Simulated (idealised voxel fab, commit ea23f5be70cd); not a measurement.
This section sets out a process module, namely voxel transistor to metal.
Section shown: cut. Width: 215 nm. Cell size: 5 nm, square.
Heads up, the way a cross-section reads in here is a grid of square cells, handed over as bands from the top down, with every band being one or more rows of cells.
Basically the band line says how high the top is and how high the bottom is, in nm, and then what's in it from left to right, every material with its width in nm. Empty space shows up as "blank", and if a single material carries "full width" it runs the full band edge to edge.
Below 0: as-received wafer, all one material; heights counted from there. Lowest band: no bottom, goes on down, written "0 and below".
Read "30->40" as a graded width: first number on top, second number at the bottom, same change between each pair of neighbouring rows.
Where a step carries "nothing was modified", the cross-section came out of it unchanged, cell for cell.
Look at "Unvented voids" for the closed voids: empty spaces with no open path to the top, sized 8 cells or up. Each is width x height at distance, distance from the left edge, all nm.
Note: text after step settings on the step line = simulator remark on that step.
overlay nm: step with mask; distance mask lay right of planned place; negative value = left of planned place.
Layout of what follows: cross-section pairs, each bracketing one process step, the after cross-section shown only to the lowest band that changed, the step between and its settings noted under each pair. Pairs may originate in different runs of this module on the same starting wafer; a pair continues from the pair above only where its entry headed "Pre-step profile" says so.

Pre-step profile
	30 down to 15 | SiO2 full width
	15 down to 0 | 80 SiO2 | 5 SiN | 5 HfO2 | 5 lowk | 25 W | 5 lowk | 5 HfO2 | 5 SiN | 80 SiO2
	0 down to -5 | 40 SiO2 | 5 SiN | 35 SiO2 | 5 SiN | 5 HfO2 | 35 lowk | 5 HfO2 | 5 SiN | 35 SiO2 | 5 SiN | 40 SiO2
	-5 down to -10 | 75 SiO2 | 5 pSi | 5 SiO2 | 45 HfO2 | 5 SiO2 | 5 pSi | 75 SiO2
	-10 down to -15 | 45 SiO2 | 35 pSi | 55 Si | 35 pSi | 45 SiO2
	-15 down to -45 | 45 SiO2 | 125 Si | 45 SiO2
	-45 and below | Si full width
	Unvented voids: none

Post-Process Section
	30 down to 15 | 50 SiO2 | 20 blank | 75 SiO2 | 20 blank | 50 SiO2
	15 down to 0 | 50 SiO2 | 20 blank | 10 SiO2 | 5 SiN | 5 HfO2 | 5 lowk | 25 W | 5 lowk | 5 HfO2 | 5 SiN | 10 SiO2 | 20 blank | 50 SiO2
	0 down to -5 | 40 SiO2 | 5 SiN | 5 SiO2 | 20 blank | 10 SiO2 | 5 SiN | 5 HfO2 | 35 lowk | 5 HfO2 | 5 SiN | 10 SiO2 | 20 blank | 5 SiO2 | 5 SiN | 40 SiO2
	-5 down to -10 | 50 SiO2 | 20 blank | 5 SiO2 | 5 pSi | 5 SiO2 | 45 HfO2 | 5 SiO2 | 5 pSi | 5 SiO2 | 20 blank | 50 SiO2
	Whatever lies below -10 is exactly as it was before.
	Unvented voids: none
Intermediate step for the cross-sections above: MASKED_ETCH with tone open, mask id CONTACT, width nm 20, pitch nm 95, etch materials SiO2, depth nm 40, overlay nm 0

Pre-step profile: the wafer arrives at this step looking as the after cross-section in the pair just above shows it.

Post-Process Section
	35 down to 30 | 55 TiN | 10 blank | 85 TiN | 10 blank | 55 TiN
	30 down to 15 | 50 SiO2 | 5 TiN | 10 blank | 5 TiN | 75 SiO2 | 5 TiN | 10 blank | 5 TiN | 50 SiO2
	15 down to 0 | 50 SiO2 | 5 TiN | 10 blank | 5 TiN | 10 SiO2 | 5 SiN | 5 HfO2 | 5 lowk | 25 W | 5 lowk | 5 HfO2 | 5 SiN | 10 SiO2 | 5 TiN | 10 blank | 5 TiN | 50 SiO2
	0 down to -5 | 40 SiO2 | 5 SiN | 5 SiO2 | 5 TiN | 10 blank | 5 TiN | 10 SiO2 | 5 SiN | 5 HfO2 | 35 lowk | 5 HfO2 | 5 SiN | 10 SiO2 | 5 TiN | 10 blank | 5 TiN | 5 SiO2 | 5 SiN | 40 SiO2
	-5 down to -10 | 50 SiO2 | 20 TiN | 5 SiO2 | 5 pSi | 5 SiO2 | 45 HfO2 | 5 SiO2 | 5 pSi | 5 SiO2 | 20 TiN | 50 SiO2
	Whatever lies below -10 is exactly as it was before.
	Unvented voids: none
Intermediate step for the cross-sections above: CONFORMAL_DEP with material TiN, thk nm 5

Pre-step profile: the wafer arrives at this step looking as the after cross-section in the pair just above shows it.

Post-Process Section
	45 down to 35 | Ru full width
	35 down to 30 | 55 TiN | 10 Ru | 85 TiN | 10 Ru | 55 TiN
	30 down to 15 | 50 SiO2 | 5 TiN | 10 Ru | 5 TiN | 75 SiO2 | 5 TiN | 10 Ru | 5 TiN | 50 SiO2
	15 down to 0 | 50 SiO2 | 5 TiN | 10 Ru | 5 TiN | 10 SiO2 | 5 SiN | 5 HfO2 | 5 lowk | 25 W | 5 lowk | 5 HfO2 | 5 SiN | 10 SiO2 | 5 TiN | 10 Ru | 5 TiN | 50 SiO2
	0 down to -5 | 40 SiO2 | 5 SiN | 5 SiO2 | 5 TiN | 10 Ru | 5 TiN | 10 SiO2 | 5 SiN | 5 HfO2 | 35 lowk | 5 HfO2 | 5 SiN | 10 SiO2 | 5 TiN | 10 Ru | 5 TiN | 5 SiO2 | 5 SiN | 40 SiO2
	Whatever lies below -5 is exactly as it was before.
	Unvented voids: none
Intermediate step for the cross-sections above: FILL_DEP with material Ru, thk nm 10

Pre-step profile: the wafer arrives at this step looking as the after cross-section in the pair just above shows it.

Post-Process Section
	30 down to 15 | 50 SiO2 | 5 TiN | 10 Ru | 5 TiN | 75 SiO2 | 5 TiN | 10 Ru | 5 TiN | 50 SiO2
	Whatever lies below 15 is exactly as it was before.
	Unvented voids: none
Intermediate step for the cross-sections above: CMP with height nm 30

Pre-step profile: the wafer arrives at this step looking as the after cross-section in the pair just above shows it.

Post-Process Section
	35 down to 30 | TiN full width
	Whatever lies below 30 is exactly as it was before.
	Unvented voids: none
Intermediate step for the cross-sections above: DIRECTIONAL_DEP with material TiN, thk nm 5

Pre-step profile: the wafer arrives at this step looking as the after cross-section in the pair just above shows it.

Post-Process Section
	55 down to 35 | W full width
	Whatever lies below 35 is exactly as it was before.
	Unvented voids: none
Intermediate step for the cross-sections above: DIRECTIONAL_DEP with material W, thk nm 20

Pre-step profile: the wafer arrives at this step looking as the after cross-section in the pair just above shows it.

Post-Process Section
	70 down to 55 | 50 blank | 20 resist | 75 blank | 20 resist | 50 blank
	Whatever lies below 55 is exactly as it was before.
	Unvented voids: none
Intermediate step for the cross-sections above: PATTERN with tone cover, mask id METAL_1, material resist, width nm 20, pitch nm 95, thk nm 15, overlay nm 0

Pre-step profile: the wafer arrives at this step looking as the after cross-section in the pair just above shows it.

Post-Process Section
	70 down to 55 | 50 blank | 20 resist | 75 blank | 20 resist | 50 blank
	55 down to 35 | 50 blank | 20 W | 75 blank | 20 W | 50 blank
	Whatever lies below 35 is exactly as it was before.
	Unvented voids: none
Intermediate step for the cross-sections above: DIRECTIONAL_ETCH with etch materials W, depth nm 20

Pre-step profile: the wafer arrives at this step looking as the after cross-section in the pair just above shows it.

Post-Process Section
	70 down to 55 | 50 blank | 20 resist | 75 blank | 20 resist | 50 blank
	55 down to 35 | 50 blank | 20 W | 75 blank | 20 W | 50 blank
	35 down to 30 | 50 blank | 20 TiN | 75 blank | 20 TiN | 50 blank
	Whatever lies below 30 is exactly as it was before.
	Unvented voids: none
Intermediate step for the cross-sections above: DIRECTIONAL_ETCH with etch materials TiN, depth nm 5

Pre-step profile: the wafer arrives at this step looking as the after cross-section in the pair just above shows it.

Post-Process Section
	55 down to 35 | 50 blank | 20 W | 75 blank | 20 W | 50 blank
	Whatever lies below 35 is exactly as it was before.
	Unvented voids: none
Intermediate step for the cross-sections above: STRIP with etch materials resist

Pre-step profile: the wafer arrives at this step looking as the after cross-section in the pair just above shows it.

Post-Process Section
	60 down to 55 | 45 blank | 30 SiCN | 65 blank | 30 SiCN | 45 blank
	55 down to 35 | 45 blank | 5 SiCN | 20 W | 5 SiCN | 65 blank | 5 SiCN | 20 W | 5 SiCN | 45 blank
	35 down to 30 | 50 SiCN | 20 TiN | 75 SiCN | 20 TiN | 50 SiCN
	Whatever lies below 30 is exactly as it was before.
	Unvented voids: none
Intermediate step for the cross-sections above: CONFORMAL_DEP with material SiCN, thk nm 5

Pre-step profile: the wafer arrives at this step looking as the after cross-section in the pair just above shows it.

Post-Process Section
	65 down to 60 | lowk full width
	60 down to 55 | 45 lowk | 30 SiCN | 65 lowk | 30 SiCN | 45 lowk
	55 down to 35 | 45 lowk | 5 SiCN | 20 W | 5 SiCN | 65 lowk | 5 SiCN | 20 W | 5 SiCN | 45 lowk
	Whatever lies below 35 is exactly as it was before.
	Unvented voids: none
Intermediate step for the cross-sections above: FILL_DEP with material lowk, thk nm 5

Pre-step profile: the wafer arrives at this step looking as the after cross-section in the pair just above shows it.

Post-Process Section
	55 down to 35 | 45 lowk | 5 SiCN | 20 W | 5 SiCN | 65 lowk | 5 SiCN | 20 W | 5 SiCN | 45 lowk
	Whatever lies below 35 is exactly as it was before.
	Unvented voids: none
Intermediate step for the cross-sections above: CMP with height nm 55

Pre-step profile: the wafer arrives at this step looking as the after cross-section in the pair just above shows it.

Post-Process Section
	60 down to 55 | SiCN full width
	Whatever lies below 55 is exactly as it was before.
	Unvented voids: none
Intermediate step for the cross-sections above: CONFORMAL_DEP with material SiCN, thk nm 5

Pre-step profile: the wafer arrives at this step looking as the after cross-section in the pair just above shows it.

Post-Process Section
	85 down to 60 | lowk full width
	Whatever lies below 60 is exactly as it was before.
	Unvented voids: none
Intermediate step for the cross-sections above: DIRECTIONAL_DEP with material lowk, thk nm 25

Pre-step profile: the wafer arrives at this step looking as the after cross-section in the pair just above shows it.

Post-Process Section
	105 down to 85 | 50 resist | 15 blank | 80 resist | 15 blank | 55 resist
	Whatever lies below 85 is exactly as it was before.
	Unvented voids: none
Intermediate step for the cross-sections above: PATTERN with tone open, mask id METAL_2_HOLES, material resist, width nm 15, pitch nm 95, thk nm 20, overlay nm 0

Pre-step profile: the wafer arrives at this step looking as the after cross-section in the pair just above shows it.

Post-Process Section
	105 down to 85 | 50 resist | 15 blank | 80 resist | 15 blank | 55 resist
	85 down to 60 | 50 lowk | 15 blank | 80 lowk | 15 blank | 55 lowk
	Whatever lies below 60 is exactly as it was before.
	Unvented voids: none
Intermediate step for the cross-sections above: DIRECTIONAL_ETCH with etch materials lowk, depth nm 25

Pre-step profile: the wafer arrives at this step looking as the after cross-section in the pair just above shows it.

Post-Process Section
	85 down to 60 | 50 lowk | 15 blank | 80 lowk | 15 blank | 55 lowk
	Whatever lies below 60 is exactly as it was before.
	Unvented voids: none
Intermediate step for the cross-sections above: STRIP with etch materials resist

Pre-step profile: the wafer arrives at this step looking as the after cross-section in the pair just above shows it.

Post-Process Section
	95 down to 85 | 50 aC | 15 blank | 80 aC | 15 blank | 55 aC
	85 down to 70 | 50 lowk | 15 blank | 80 lowk | 15 blank | 55 lowk
	70 down to 60 | 50 lowk | 15 aC | 80 lowk | 15 aC | 55 lowk
	Whatever lies below 60 is exactly as it was before.
	Unvented voids: none
Intermediate step for the cross-sections above: DIRECTIONAL_DEP with material aC, thk nm 10

Pre-step profile: the wafer arrives at this step looking as the after cross-section in the pair just above shows it.

Post-Process Section
	120 down to 95 | 50 resist | 20 blank | 75 resist | 20 blank | 50 resist
	Whatever lies below 95 is exactly as it was before.
	Unvented voids: none
Intermediate step for the cross-sections above: PATTERN with tone open, mask id METAL_2, material resist, width nm 20, pitch nm 95, thk nm 25, overlay nm 0

Pre-step profile: the wafer arrives at this step looking as the after cross-section in the pair just above shows it.

Post-Process Section
	110 down to 95 | 50 resist | 20 blank | 75 resist | 20 blank | 50 resist
	95 down to 85 | 50 aC | 20 blank | 75 aC | 20 blank | 50 aC
	85 down to 60 | 50 lowk | 15 blank | 80 lowk | 15 blank | 55 lowk
	Whatever lies below 60 is exactly as it was before.
	Unvented voids: none
Intermediate step for the cross-sections above: DIRECTIONAL_ETCH with etch materials aC, depth nm 10

Pre-step profile: the wafer arrives at this step looking as the after cross-section in the pair just above shows it.

Post-Process Section
	95 down to 85 | 50 aC | 20 blank | 75 aC | 20 blank | 50 aC
	Whatever lies below 85 is exactly as it was before.
	Unvented voids: none
Intermediate step for the cross-sections above: STRIP with etch materials resist

Pre-step profile: the wafer arrives at this step looking as the after cross-section in the pair just above shows it.

Post-Process Section
	95 down to 85 | 50 aC | 20 blank | 75 aC | 20 blank | 50 aC
	85 down to 70 | 50 lowk | 20 blank | 75 lowk | 20 blank | 50 lowk
	Whatever lies below 70 is exactly as it was before.
	Unvented voids: none
Intermediate step for the cross-sections above: DIRECTIONAL_ETCH with etch materials lowk, depth nm 15

Pre-step profile: the wafer arrives at this step looking as the after cross-section in the pair just above shows it.

Post-Process Section
	95 down to 85 | 50 aC | 20 blank | 75 aC | 20 blank | 50 aC
	85 down to 70 | 50 lowk | 20 blank | 75 lowk | 20 blank | 50 lowk
	70 down to 60 | 50 lowk | 15 blank | 80 lowk | 15 blank | 55 lowk
	60 down to 55 | 50 SiCN | 15 blank | 80 SiCN | 15 blank | 55 SiCN
	Whatever lies below 55 is exactly as it was before.
	Unvented voids: none
Intermediate step for the cross-sections above: DIRECTIONAL_ETCH with etch materials SiCN, depth nm 5

Pre-step profile: the wafer arrives at this step looking as the after cross-section in the pair just above shows it.

Post-Process Section
	85 down to 70 | 50 lowk | 20 blank | 75 lowk | 20 blank | 50 lowk
	Whatever lies below 70 is exactly as it was before.
	Unvented voids: none
Intermediate step for the cross-sections above: STRIP with etch materials aC

Pre-step profile: the wafer arrives at this step looking as the after cross-section in the pair just above shows it.

Post-Process Section
	90 down to 85 | 55 TiN | 10 blank | 85 TiN | 10 blank | 55 TiN
	85 down to 75 | 50 lowk | 5 TiN | 10 blank | 5 TiN | 75 lowk | 5 TiN | 10 blank | 5 TiN | 50 lowk
	75 down to 70 | 50 lowk | 5 TiN | 5 blank | 10 TiN | 75 lowk | 5 TiN | 5 blank | 10 TiN | 50 lowk
	70 down to 60 | 50 lowk | 5 TiN | 5 blank | 5 TiN | 80 lowk | 5 TiN | 5 blank | 5 TiN | 55 lowk
	60 down to 55 | 50 SiCN | 15 TiN | 80 SiCN | 15 TiN | 55 SiCN
	Whatever lies below 55 is exactly as it was before.
	Unvented voids: none
Intermediate step for the cross-sections above: CONFORMAL_DEP with material TiN, thk nm 5

Pre-step profile: the wafer arrives at this step looking as the after cross-section in the pair just above shows it.

Post-Process Section
	95 down to 90 | Ru full width
	90 down to 85 | 55 TiN | 10 Ru | 85 TiN | 10 Ru | 55 TiN
	85 down to 75 | 50 lowk | 5 TiN | 10 Ru | 5 TiN | 75 lowk | 5 TiN | 10 Ru | 5 TiN | 50 lowk
	75 down to 70 | 50 lowk | 5 TiN | 5 Ru | 10 TiN | 75 lowk | 5 TiN | 5 Ru | 10 TiN | 50 lowk
	70 down to 60 | 50 lowk | 5 TiN | 5 Ru | 5 TiN | 80 lowk | 5 TiN | 5 Ru | 5 TiN | 55 lowk
	Whatever lies below 60 is exactly as it was before.
	Unvented voids: none
Intermediate step for the cross-sections above: FILL_DEP with material Ru, thk nm 5

Pre-step profile: the wafer arrives at this step looking as the after cross-section in the pair just above shows it.

Post-Process Section
	85 down to 75 | 50 lowk | 5 TiN | 10 Ru | 5 TiN | 75 lowk | 5 TiN | 10 Ru | 5 TiN | 50 lowk
	Whatever lies below 75 is exactly as it was before.
	Unvented voids: none
Intermediate step for the cross-sections above: CMP with height nm 85

Pre-step profile: the wafer arrives at this step looking as the after cross-section in the pair just above shows it.

Post-Process Section
	90 down to 85 | SiCN full width
	Whatever lies below 85 is exactly as it was before.
	Unvented voids: none
Intermediate step for the cross-sections above: CONFORMAL_DEP with material SiCN, thk nm 5

Pre-step profile
	35 down to 30 | 35 SiCN | 145 blank | 35 SiCN
	30 down to 25 | SiCN full width
	25 down to 20 | 35 polySi | 145 SiCN | 35 polySi
	20 down to 0 | polySi full width
	0 down to -5 | 35 SiO2 | 145 polySi | 35 SiO2
	-5 down to -10 | SiO2 full width
	-10 down to -45 | 45 SiO2 | 125 Si | 45 SiO2
	-45 and below | Si full width
	Unvented voids: none

Post-Process Section
	50 down to 35 | 90 resist | 35 blank | 90 resist
	35 down to 30 | 35 SiCN | 55 resist | 35 blank | 55 resist | 35 SiCN
	Whatever lies below 30 is exactly as it was before.
	Unvented voids: none
Intermediate step for the cross-sections above: PATTERN with tone open, mask id GATE, material resist, width nm 35, thk nm 15, overlay nm 0

Pre-step profile: the wafer arrives at this step looking as the after cross-section in the pair just above shows it.

Post-Process Section
	50 down to 35 | 90 resist | 35 blank | 90 resist
	35 down to 30 | 35 SiCN | 55 resist | 35 blank | 55 resist | 35 SiCN
	30 down to 25 | 90 SiCN | 35 blank | 90 SiCN
	25 down to 20 | 35 polySi | 55 SiCN | 35 blank | 55 SiCN | 35 polySi
	Whatever lies below 20 is exactly as it was before.
	Unvented voids: none
Intermediate step for the cross-sections above: DIRECTIONAL_ETCH with etch materials SiCN, depth nm 20

Pre-step profile: the wafer arrives at this step looking as the after cross-section in the pair just above shows it.

Post-Process Section
	50 down to 35 | 90 resist | 35 blank | 90 resist
	35 down to 30 | 35 SiCN | 55 resist | 35 blank | 55 resist | 35 SiCN
	30 down to 25 | 90 SiCN | 35 blank | 90 SiCN
	25 down to 20 | 35 polySi | 55 SiCN | 35 blank | 55 SiCN | 35 polySi
	20 down to 0 | 90 polySi | 35 blank | 90 polySi
	0 down to -5 | 35 SiO2 | 55 polySi | 35 blank | 55 polySi | 35 SiO2
	Whatever lies below -5 is exactly as it was before.
	Unvented voids: none
Intermediate step for the cross-sections above: DIRECTIONAL_ETCH with etch materials polySi, depth nm 35

Pre-step profile: the wafer arrives at this step looking as the after cross-section in the pair just above shows it.

Post-Process Section
	35 down to 25 | 35->90 SiCN | 145->35 blank | 35->90 SiCN
	Whatever lies below 25 is exactly as it was before.
	Unvented voids: none
Intermediate step for the cross-sections above: STRIP with etch materials resist

Pre-step profile: the wafer arrives at this step looking as the after cross-section in the pair just above shows it.

Post-Process Section
	40 down to 35 | 40 SiO2 | 135 blank | 40 SiO2
	35 down to 25 | 35->90 SiCN | 60->5 SiO2 | 25 blank | 60->5 SiO2 | 35->90 SiCN
	25 down to 20 | 35 polySi | 55 SiCN | 5 SiO2 | 25 blank | 5 SiO2 | 55 SiCN | 35 polySi
	20 down to 0 | 90 polySi | 5 SiO2 | 25 blank | 5 SiO2 | 90 polySi
	0 down to -5 | 35 SiO2 | 55 polySi | 35 SiO2 | 55 polySi | 35 SiO2
	Whatever lies below -5 is exactly as it was before.
	Unvented voids: none
Intermediate step for the cross-sections above: CONFORMAL_DEP with material SiO2, thk nm 5

Pre-step profile: the wafer arrives at this step looking as the after cross-section in the pair just above shows it.

Post-Process Section
	35 down to 25 | 35->90 SiCN | 5 SiO2 | 135->25 blank | 5 SiO2 | 35->90 SiCN
	25 down to 20 | 35 polySi | 55 SiCN | 5 SiO2 | 25 blank | 5 SiO2 | 55 SiCN | 35 polySi
	20 down to 0 | 90 polySi | 5 SiO2 | 25 blank | 5 SiO2 | 90 polySi
	0 down to -5 | 35 SiO2 | 55 polySi | 5 SiO2 | 25 blank | 5 SiO2 | 55 polySi | 35 SiO2
	Whatever lies below -5 is exactly as it was before.
	Unvented voids: none
Intermediate step for the cross-sections above: DIRECTIONAL_ETCH with etch materials SiO2, depth nm 5

Pre-step profile: the wafer arrives at this step looking as the after cross-section in the pair just above shows it.

Post-Process Section
	40 down to 35 | 45 SiN | 125 blank | 45 SiN
	35 down to 25 | 35->90 SiCN | 5 SiO2 | 60->5 SiN | 15 blank | 60->5 SiN | 5 SiO2 | 35->90 SiCN
	25 down to 20 | 35 polySi | 55 SiCN | 5 SiO2 | 5 SiN | 15 blank | 5 SiN | 5 SiO2 | 55 SiCN | 35 polySi
	20 down to 0 | 90 polySi | 5 SiO2 | 5 SiN | 15 blank | 5 SiN | 5 SiO2 | 90 polySi
	0 down to -5 | 35 SiO2 | 55 polySi | 5 SiO2 | 25 SiN | 5 SiO2 | 55 polySi | 35 SiO2
	Whatever lies below -5 is exactly as it was before.
	Unvented voids: none
Intermediate step for the cross-sections above: CONFORMAL_DEP with material SiN, thk nm 5

Pre-step profile: the wafer arrives at this step looking as the after cross-section in the pair just above shows it.

Post-Process Section
	35 down to 25 | 35->90 SiCN | 5 SiO2 | 5 SiN | 125->15 blank | 5 SiN | 5 SiO2 | 35->90 SiCN
	25 down to 20 | 35 polySi | 55 SiCN | 5 SiO2 | 5 SiN | 15 blank | 5 SiN | 5 SiO2 | 55 SiCN | 35 polySi
	20 down to 0 | 90 polySi | 5 SiO2 | 5 SiN | 15 blank | 5 SiN | 5 SiO2 | 90 polySi
	0 down to -5 | 35 SiO2 | 55 polySi | 5 SiO2 | 5 SiN | 15 blank | 5 SiN | 5 SiO2 | 55 polySi | 35 SiO2
	Whatever lies below -5 is exactly as it was before.
	Unvented voids: none
Intermediate step for the cross-sections above: DIRECTIONAL_ETCH with etch materials SiN, depth nm 5

Pre-step profile: the wafer arrives at this step looking as the after cross-section in the pair just above shows it.

Post-Process Section
	35 down to 25 | 35->90 SiCN | 5 blank | 5 SiN | 125->15 blank | 5 SiN | 5 blank | 35->90 SiCN
	25 down to 20 | 35 polySi | 55 SiCN | 5 SiO2 | 5 SiN | 15 blank | 5 SiN | 5 SiO2 | 55 SiCN | 35 polySi
	20 down to 0 | 90 polySi | 5 SiO2 | 5 SiN | 15 blank | 5 SiN | 5 SiO2 | 90 polySi
	0 down to -5 | 35 SiO2 | 55 polySi | 5 SiO2 | 5 SiN | 15 blank | 5 SiN | 5 SiO2 | 55 polySi | 35 SiO2
	-5 down to -10 | 100 SiO2 | 15 blank | 100 SiO2
	Whatever lies below -10 is exactly as it was before.
	Unvented voids: none
Intermediate step for the cross-sections above: DIRECTIONAL_ETCH with etch materials SiO2, depth nm 5

Pre-step profile: the wafer arrives at this step looking as the after cross-section in the pair just above shows it.

Post-Process Section
	35 down to 25 | 35->90 SiCN | 5 blank | 5 SiN | 125->15 blank | 5 SiN | 5 blank | 35->90 SiCN
	25 down to 20 | 35 polySi | 55 SiCN | 5 SiO2 | 5 SiN | 15 blank | 5 SiN | 5 SiO2 | 55 SiCN | 35 polySi
	20 down to 0 | 90 polySi | 5 SiO2 | 5 SiN | 15 blank | 5 SiN | 5 SiO2 | 90 polySi
	0 down to -5 | 35 SiO2 | 55 polySi | 5 SiO2 | 5 SiN | 15 blank | 5 SiN | 5 SiO2 | 55 polySi | 35 SiO2
	-5 down to -10 | 100 SiO2 | 15 blank | 100 SiO2
	-10 down to -15 | 45 SiO2 | 55 Si | 15 blank | 55 Si | 45 SiO2
	Whatever lies below -15 is exactly as it was before.
	Unvented voids: none
Intermediate step for the cross-sections above: DIRECTIONAL_ETCH with etch materials Si, depth nm 5

Pre-step profile: the wafer arrives at this step looking as the after cross-section in the pair just above shows it.

Post-Process Section
	35 down to 25 | 35->90 SiCN | 5 blank | 5 SiN | 125->15 blank | 5 SiN | 5 blank | 35->90 SiCN
	25 down to 20 | 35 polySi | 55 SiCN | 5 SiO2 | 5 SiN | 15 blank | 5 SiN | 5 SiO2 | 55 SiCN | 35 polySi
	20 down to 0 | 90 polySi | 5 SiO2 | 5 SiN | 15 blank | 5 SiN | 5 SiO2 | 90 polySi
	0 down to -5 | 35 SiO2 | 55 polySi | 5 SiO2 | 5 SiN | 15 blank | 5 SiN | 5 SiO2 | 55 polySi | 35 SiO2
	-5 down to -10 | 100 SiO2 | 5 pSi | 5 blank | 5 pSi | 100 SiO2
	-10 down to -15 | 45 SiO2 | 55 Si | 15 pSi | 55 Si | 45 SiO2
	Whatever lies below -15 is exactly as it was before.
	Unvented voids: none
Intermediate step for the cross-sections above: EPI with material pSi, thk nm 5

Pre-step profile: the wafer arrives at this step looking as the after cross-section in the pair just above shows it.

Post-Process Section
	45 down to 35 | SiO2 full width
	35 down to 25 | 35->90 SiCN | 5 SiO2 | 5 SiN | 125->15 SiO2 | 5 SiN | 5 SiO2 | 35->90 SiCN
	25 down to 20 | 35 polySi | 55 SiCN | 5 SiO2 | 5 SiN | 15 SiO2 | 5 SiN | 5 SiO2 | 55 SiCN | 35 polySi
	20 down to 0 | 90 polySi | 5 SiO2 | 5 SiN | 15 SiO2 | 5 SiN | 5 SiO2 | 90 polySi
	0 down to -5 | 35 SiO2 | 55 polySi | 5 SiO2 | 5 SiN | 15 SiO2 | 5 SiN | 5 SiO2 | 55 polySi | 35 SiO2
	-5 down to -10 | 100 SiO2 | 5 pSi | 5 SiO2 | 5 pSi | 100 SiO2
	Whatever lies below -10 is exactly as it was before.
	Unvented voids: none
Intermediate step for the cross-sections above: FILL_DEP with material SiO2, thk nm 10

Pre-step profile: the wafer arrives at this step looking as the after cross-section in the pair just above shows it.

Post-Process Section
	20 down to 0 | 90 polySi | 5 SiO2 | 5 SiN | 15 SiO2 | 5 SiN | 5 SiO2 | 90 polySi
	Whatever lies below 0 is exactly as it was before.
	Unvented voids: none
Intermediate step for the cross-sections above: CMP with height nm 20

Pre-step profile: the wafer arrives at this step looking as the after cross-section in the pair just above shows it.

Post-Process Section
	20 down to 0 | 90 blank | 5 SiO2 | 5 SiN | 15 SiO2 | 5 SiN | 5 SiO2 | 90 blank
	0 down to -5 | 35 SiO2 | 55 blank | 5 SiO2 | 5 SiN | 15 SiO2 | 5 SiN | 5 SiO2 | 55 blank | 35 SiO2
	Whatever lies below -5 is exactly as it was before.
	Unvented voids: none
Intermediate step for the cross-sections above: STRIP with etch materials polySi

Pre-step profile: the wafer arrives at this step looking as the after cross-section in the pair just above shows it.

Post-Process Section
	20 down to 15 | 95 blank | 5 SiN | 15 blank | 5 SiN | 95 blank
	15 down to -5 | 95 blank | 5 SiN | 15 SiO2 | 5 SiN | 95 blank
	-5 down to -10 | 30 SiO2 | 65 blank | 5 SiO2 | 5 pSi | 5 SiO2 | 5 pSi | 5 SiO2 | 65 blank | 30 SiO2
	Whatever lies below -10 is exactly as it was before.
	Unvented voids: none
Intermediate step for the cross-sections above: SELECTIVE_ETCH with etch materials SiO2, depth nm 5

Pre-step profile: the wafer arrives at this step looking as the after cross-section in the pair just above shows it.

Post-Process Section
	25 down to 20 | 90 blank | 15 HfO2 | 5 blank | 15 HfO2 | 90 blank
	20 down to 15 | 90 blank | 5 HfO2 | 5 SiN | 15 HfO2 | 5 SiN | 5 HfO2 | 90 blank
	15 down to 0 | 90 blank | 5 HfO2 | 5 SiN | 15 SiO2 | 5 SiN | 5 HfO2 | 90 blank
	0 down to -5 | 35 HfO2 | 55 blank | 5 HfO2 | 5 SiN | 15 SiO2 | 5 SiN | 5 HfO2 | 55 blank | 35 HfO2
	-5 down to -10 | 30 SiO2 | 65 HfO2 | 5 SiO2 | 5 pSi | 5 SiO2 | 5 pSi | 5 SiO2 | 65 HfO2 | 30 SiO2
	Whatever lies below -10 is exactly as it was before.
	Unvented voids: none
Intermediate step for the cross-sections above: CONFORMAL_DEP with material HfO2, thk nm 5

Pre-step profile: the wafer arrives at this step looking as the after cross-section in the pair just above shows it.

Post-Process Section
	30 down to 25 | 85 blank | 45 TiN | 85 blank
	25 down to 20 | 85 blank | 5 TiN | 15 HfO2 | 5 TiN | 15 HfO2 | 5 TiN | 85 blank
	20 down to 15 | 85 blank | 5 TiN | 5 HfO2 | 5 SiN | 15 HfO2 | 5 SiN | 5 HfO2 | 5 TiN | 85 blank
	15 down to 5 | 85 blank | 5 TiN | 5 HfO2 | 5 SiN | 15 SiO2 | 5 SiN | 5 HfO2 | 5 TiN | 85 blank
	5 down to 0 | 40 TiN | 45 blank | 5 TiN | 5 HfO2 | 5 SiN | 15 SiO2 | 5 SiN | 5 HfO2 | 5 TiN | 45 blank | 40 TiN
	0 down to -5 | 35 HfO2 | 55 TiN | 5 HfO2 | 5 SiN | 15 SiO2 | 5 SiN | 5 HfO2 | 55 TiN | 35 HfO2
	Whatever lies below -5 is exactly as it was before.
	Unvented voids: none
Intermediate step for the cross-sections above: CONFORMAL_DEP with material TiN, thk nm 5

Pre-step profile: the wafer arrives at this step looking as the after cross-section in the pair just above shows it.

Post-Process Section
	35 down to 30 | W full width
	30 down to 25 | 85 W | 45 TiN | 85 W
	25 down to 20 | 85 W | 5 TiN | 15 HfO2 | 5 TiN | 15 HfO2 | 5 TiN | 85 W
	20 down to 15 | 85 W | 5 TiN | 5 HfO2 | 5 SiN | 15 HfO2 | 5 SiN | 5 HfO2 | 5 TiN | 85 W
	15 down to 5 | 85 W | 5 TiN | 5 HfO2 | 5 SiN | 15 SiO2 | 5 SiN | 5 HfO2 | 5 TiN | 85 W
	5 down to 0 | 40 TiN | 45 W | 5 TiN | 5 HfO2 | 5 SiN | 15 SiO2 | 5 SiN | 5 HfO2 | 5 TiN | 45 W | 40 TiN
	Whatever lies below 0 is exactly as it was before.
	Unvented voids: none
Intermediate step for the cross-sections above: FILL_DEP with material W, thk nm 5

Pre-step profile: the wafer arrives at this step looking as the after cross-section in the pair just above shows it.

Post-Process Section
	15 down to 5 | 85 W | 5 TiN | 5 HfO2 | 5 SiN | 15 SiO2 | 5 SiN | 5 HfO2 | 5 TiN | 85 W
	Whatever lies below 5 is exactly as it was before.
	Unvented voids: none
Intermediate step for the cross-sections above: CMP with height nm 15

Pre-step profile: the wafer arrives at this step looking as the after cross-section in the pair just above shows it.

Post-Process Section
	30 down to 15 | SiO2 full width
	Whatever lies below 15 is exactly as it was before.
	Unvented voids: none
Intermediate step for the cross-sections above: DIRECTIONAL_DEP with material SiO2, thk nm 15

Pre-step profile: the wafer arrives at this step looking as the after cross-section in the pair just above shows it.

Post-Process Section
	30 down to 15 | 50 SiO2 | 20 blank | 75 SiO2 | 20 blank | 50 SiO2
	Whatever lies below 15 is exactly as it was before.
	Unvented voids: none
Intermediate step for the cross-sections above: MASKED_ETCH with tone open, mask id CONTACT, width nm 20, pitch nm 95, etch materials SiO2, depth nm 40, overlay nm 0
